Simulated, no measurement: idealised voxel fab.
Process module name: voxel released beams
Shown is cross-section cut, with a width of 145 nm and square cells of size 5 nm.
Cross-sections here: square-cell grids, written as top-down lists of bands, a band being one or more rows of cells. Band entry format. Leading values: height of top, height of bottom, nm. Remainder: materials in left-to-right order, each with its width in nm. Special words: "edge to edge" on a single material, which then fills the band edge to edge; "empty", empty space. Convention: height 0 is the level below which the wafer, as received, is all one material. The lowest band does not terminate at the bottom but continues downward, represented as "0 down". Per-row width for "30->40": begins at first number (top row of band), ends at second number (bottom row), increment between rows held constant. Step note "nothing got changed" = no cross-section cell changed. The label "Sealed void list" introduces a list of the empty spaces, 8 cells or larger, that have no open way up to the top; each entry in it reads width x height at distance, where the distance is taken from the left edge and all three are stated in nm. Where a step's line continues beyond its settings, the continuation is a remark by the simulator itself on that step. "overlay nm" answers the question of how far to the right of plan the mask lay on a step that has a mask, and when it is negative the answer is to the left.
## Set out below are the planned steps of the process
step 1: RECEIVE,material Si
step 2: CONFORMAL_DEP,material Al2O3,thk nm 10
step 3: DIRECTIONAL_DEP,material SiO2,thk nm 10
step 4: MASKED_ETCH,tone open,mask id ANCHOR,width nm 40,etch materials SiO2,depth nm 10,overlay nm 0
step 5: CONFORMAL_DEP,material SiN,thk nm 15
step 6: MASKED_ETCH,tone cover,mask id BEAM,width nm 85,etch materials SiN,depth nm 15,overlay nm 0
step 7: STRIP,etch materials SiO2
## So this is the incoming wafer in cross-section - it's already been through step 1
> 0 down | Si edge to edge
> Sealed void list: none
## Cross-section, first of two wafers, end of module, run as planned
> 35 to 25 | 25 of empty  20 of SiN  10 of empty  55 of SiN  35 of empty
> 25 to 20 | 25 of empty  85 of SiN  35 of empty
> 20 to 10 | 30 of empty  40 of SiN  75 of empty
> 10 to 0 | Al2O3 edge to edge
> 0 down | Si edge to edge
> Sealed void list: none
## This is the second of the two wafers, cross-sectioned at the end of the module; it started exactly like the first and was given the same plan, but it was run with one mistake
> 25 to 10 | 25 of empty  85 of SiN  35 of empty
> 10 to 0 | Al2O3 edge to edge
> 0 down | Si edge to edge
> Sealed void list: none
Heads up, the wafer didn't run the way we planned it: step 3 of the plan was jumped over and never run
FYI, end of process, the second wafer has more or fewer cells of some materials than the first: 12 fewer of SiN
